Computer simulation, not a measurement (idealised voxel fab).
Process module, titled voxel air gaps
Section cut is 195 nm wide and gridded with 5 nm square cells.
This document writes a cross-section as a grid whose cells are square, and gives it as bands, listed from the top down; one or more rows of cells form a band.
It is stipulated that each band's entry specify, in nanometres, the height of the top of the band and then that of its bottom, followed by the materials of the band in left-to-right sequence, each together with its width in nanometres. A single material marked by the word "all across" is understood to fill the band from edge to edge; the word "blank" is understood to denote empty space.
Beneath 0, the wafer as received is one material, and that level is where height counting begins. The lowest band goes on downward without a bottom; it is written like "0..down".
Width "30->40": first value at the band's top row of cells, second value at its bottom row, equal change from row to row.
"no modification" after a step means that no cell of the cross-section changed.
Empty spaces counting at least 8 cells and having no open way to the top are listed in "Fully sealed cavities". The notation width x height at distance is used for each, the distance being from the left edge and all three values in nm.
The remark found on a step's line after its settings is issued by the simulator itself and pertains to that step.
overlay nm: on a step with a mask, how far right of its planned place the mask lay; negative means left.

### Steps planned for the process
- 1: RECEIVE (material Si)
- 2: CONFORMAL_DEP (material SiO2; thk nm 10)
- 3: CONFORMAL_DEP (material SiN; thk nm 5)
- 4: DIRECTIONAL_DEP (material lowk; thk nm 35)
- 5: DIRECTIONAL_DEP (material aC; thk nm 15)
- 6: PATTERN (tone open; mask id LINES; material resist; width nm 15; pitch nm 45; thk nm 30; overlay nm 0)
- 7: DIRECTIONAL_ETCH (etch materials aC; depth nm 15)
- 8: STRIP (etch materials resist)
- 9: DIRECTIONAL_ETCH (etch materials lowk; depth nm 35)
- 10: STRIP (etch materials aC)
- 11: CONFORMAL_DEP (material TiN; thk nm 5)
- 12: FILL_DEP (material Cu; thk nm 5)
- 13: CMP (height nm 50)
- 14: EPI (material Ru; thk nm 10)
- 15: SELECTIVE_ETCH (etch materials lowk; depth nm 45)
- 16: CONFORMAL_DEP (material SiN; thk nm 5)

### First wafer of two (run as planned)

### Wafer as received: cross-section following step 1
* 0..down = Si all across
* Fully sealed cavities: none

### Cross-section through the wafer, step 2 finished
* 10..0 = SiO2 all across
* Below a height of 0, the structure has not been altered.

### Cross-section through the wafer, step 3 finished
* 15..10 = SiN all across
* Below a height of 10, the structure has not been altered.

### Cross-section through the wafer, step 4 finished
* 50..15 = lowk all across
* Below a height of 15, the structure has not been altered.

### Cross-section through the wafer, step 5 finished
* 65..50 = aC all across
* Below a height of 50, the structure has not been altered.

### Cross-section through the wafer, step 6 finished
* 95..65 = 45 nm resist  15 nm blank  30 nm resist  15 nm blank  30 nm resist  15 nm blank  45 nm resist
* Below a height of 65, the structure has not been altered.

### Cross-section through the wafer, step 7 finished
* 80..65 = 45 nm resist  15 nm blank  30 nm resist  15 nm blank  30 nm resist  15 nm blank  45 nm resist
* 65..50 = 45 nm aC  15 nm blank  30 nm aC  15 nm blank  30 nm aC  15 nm blank  45 nm aC
* Below a height of 50, the structure has not been altered.

### Cross-section through the wafer, step 8 finished
* 65..50 = 45 nm aC  15 nm blank  30 nm aC  15 nm blank  30 nm aC  15 nm blank  45 nm aC
* Below a height of 50, the structure has not been altered.

### Cross-section through the wafer, step 9 finished
* 65..50 = 45 nm aC  15 nm blank  30 nm aC  15 nm blank  30 nm aC  15 nm blank  45 nm aC
* 50..15 = 45 nm lowk  15 nm blank  30 nm lowk  15 nm blank  30 nm lowk  15 nm blank  45 nm lowk
* Below a height of 15, the structure has not been altered.

### Cross-section through the wafer, step 10 finished
* 50..15 = 45 nm lowk  15 nm blank  30 nm lowk  15 nm blank  30 nm lowk  15 nm blank  45 nm lowk
* Below a height of 15, the structure has not been altered.

### Cross-section through the wafer, step 11 finished
* 55..50 = 50 nm TiN  5 nm blank  40 nm TiN  5 nm blank  40 nm TiN  5 nm blank  50 nm TiN
* 50..20 = 45 nm lowk  5 nm TiN  5 nm blank  5 nm TiN  30 nm lowk  5 nm TiN  5 nm blank  5 nm TiN  30 nm lowk  5 nm TiN  5 nm blank  5 nm TiN  45 nm lowk
* 20..15 = 45 nm lowk  15 nm TiN  30 nm lowk  15 nm TiN  30 nm lowk  15 nm TiN  45 nm lowk
* Below a height of 15, the structure has not been altered.

### Cross-section through the wafer, step 12 finished
* 60..55 = Cu all across
* 55..50 = 50 nm TiN  5 nm Cu  40 nm TiN  5 nm Cu  40 nm TiN  5 nm Cu  50 nm TiN
* 50..20 = 45 nm lowk  5 nm TiN  5 nm Cu  5 nm TiN  30 nm lowk  5 nm TiN  5 nm Cu  5 nm TiN  30 nm lowk  5 nm TiN  5 nm Cu  5 nm TiN  45 nm lowk
* Below a height of 20, the structure has not been altered.

### Cross-section through the wafer, step 13 finished
* 50..20 = 45 nm lowk  5 nm TiN  5 nm Cu  5 nm TiN  30 nm lowk  5 nm TiN  5 nm Cu  5 nm TiN  30 nm lowk  5 nm TiN  5 nm Cu  5 nm TiN  45 nm lowk
* Below a height of 20, the structure has not been altered.

### Cross-section through the wafer, step 14 finished
* 60..50 = 35 nm blank  35 nm Ru  10 nm blank  35 nm Ru  10 nm blank  35 nm Ru  35 nm blank
* Below a height of 50, the structure has not been altered.

### Cross-section through the wafer, step 15 finished
* 60..50 = 35 nm blank  35 nm Ru  10 nm blank  35 nm Ru  10 nm blank  35 nm Ru  35 nm blank
* 50..20 = 45 nm blank  5 nm TiN  5 nm Cu  5 nm TiN  30 nm blank  5 nm TiN  5 nm Cu  5 nm TiN  30 nm blank  5 nm TiN  5 nm Cu  5 nm TiN  45 nm blank
* 20..15 = 45 nm blank  15 nm TiN  30 nm blank  15 nm TiN  30 nm blank  15 nm TiN  45 nm blank
* Below a height of 15, the structure has not been altered.

### Cross-section through the wafer, step 16 finished
* 65..60 = 30 nm blank  135 nm SiN  30 nm blank
* 60..50 = 30 nm blank  5 nm SiN  35 nm Ru  10 nm SiN  35 nm Ru  10 nm SiN  35 nm Ru  5 nm SiN  30 nm blank
* 50..45 = 30 nm blank  15 nm SiN  5 nm TiN  5 nm Cu  5 nm TiN  30 nm SiN  5 nm TiN  5 nm Cu  5 nm TiN  30 nm SiN  5 nm TiN  5 nm Cu  5 nm TiN  15 nm SiN  30 nm blank
* 45..20 = 40 nm blank  5 nm SiN  5 nm TiN  5 nm Cu  5 nm TiN  5 nm SiN  20 nm blank  5 nm SiN  5 nm TiN  5 nm Cu  5 nm TiN  5 nm SiN  20 nm blank  5 nm SiN  5 nm TiN  5 nm Cu  5 nm TiN  5 nm SiN  40 nm blank
* 20..15 = 45 nm SiN  15 nm TiN  30 nm SiN  15 nm TiN  30 nm SiN  15 nm TiN  45 nm SiN
* Below a height of 15, the structure has not been altered.
* Fully sealed cavities: 20 x 25 at 65; 20 x 25 at 110

### Second wafer - shared start and plan with the first - one error in running - same as the first up to step 15 inclusive

### Second wafer, sectioned view, at step 16's planned end time
* 65..60 = 30 nm blank  135 nm lowk  30 nm blank
* 60..50 = 30 nm blank  5 nm lowk  35 nm Ru  10 nm lowk  35 nm Ru  10 nm lowk  35 nm Ru  5 nm lowk  30 nm blank
* 50..45 = 30 nm blank  15 nm lowk  5 nm TiN  5 nm Cu  5 nm TiN  30 nm lowk  5 nm TiN  5 nm Cu  5 nm TiN  30 nm lowk  5 nm TiN  5 nm Cu  5 nm TiN  15 nm lowk  30 nm blank
* 45..20 = 40 nm blank  5 nm lowk  5 nm TiN  5 nm Cu  5 nm TiN  5 nm lowk  20 nm blank  5 nm lowk  5 nm TiN  5 nm Cu  5 nm TiN  5 nm lowk  20 nm blank  5 nm lowk  5 nm TiN  5 nm Cu  5 nm TiN  5 nm lowk  40 nm blank
* 20..15 = 45 nm lowk  15 nm TiN  30 nm lowk  15 nm TiN  30 nm lowk  15 nm TiN  45 nm lowk
* Below a height of 15, the structure has not been altered.
* Fully sealed cavities: 20 x 25 at 65; 20 x 25 at 110
Error vs. plan: step 16 did not happen as planned, as run it was CONFORMAL_DEP (material lowk; thk nm 5)
Final comparison by cell count, materials where the second wafer has more or fewer than the first: SiN -117; lowk +117
